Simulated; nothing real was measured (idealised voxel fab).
process module | voxel plated lines
cross-section cut | 220 nm wide | cells 5 nm
A cross-section is a grid of square cells, given in bands from the top down. A band is one or more rows of cells.
Each band's line starts with the height of the band's top and of its bottom, in nm. Then come its materials from left to right, each with its width in nm. One material with "throughout" fills the band from edge to edge. "air" is empty space.
Height 0 is the level under which the wafer as received is all one material. The lowest band goes on downwards, as in "0 down".
A width such as "30 to 40" changes by the same amount from each row of cells to the next, from the band's top row to its bottom row.
"no change" after a step means that no cell of the cross-section changed.
closed voids: empty space of 8 cells or more with no open way to the top, each as width x height at its distance from the left edge, in nm
after a step's settings: what the simulator itself notes on the step
overlay nm, on a step with a mask: how far to the right of its planned place the mask lay; to the left if negative
plan
1 op RECEIVE | material Si
2 op CONFORMAL_DEP | material SiN | thk nm 15
3 op DIRECTIONAL_DEP | material TiN | thk nm 5
4 op PATTERN | tone open | mask id LINES | material resist | width nm 15 | pitch nm 35 | thk nm 25 | overlay nm 0
5 op EPI | material Ru | thk nm 10
6 op EPI | material Ru | thk nm 10
7 op STRIP | etch materials resist
8 op DIRECTIONAL_ETCH | etch materials TiN | depth nm 5
9 op CONFORMAL_DEP | material SiCN | thk nm 10
as received, after step 1
  0 down: Si throughout
  closed voids: none
a wafer at the end: this start, this plan, one mistake
  50 to 40: air 75 | SiCN 75 | air 70
  40 to 25: air 75 | SiCN 10 | Ru 20 | SiCN 15 | Ru 20 | SiCN 10 | air 70
  25 to 20: SiCN 85 | Ru 20 | SiCN 15 | Ru 20 | SiCN 80
  20 to 15: SiCN 85 | TiN 20 | SiCN 15 | TiN 20 | SiCN 80
  15 to 0: SiN throughout
  0 down: Si throughout
  closed voids: none
what went wrong: step 4 ran as: op PATTERN | tone open | mask id LINES | material resist | width nm 20 | pitch nm 35 | thk nm 25 | overlay nm 0
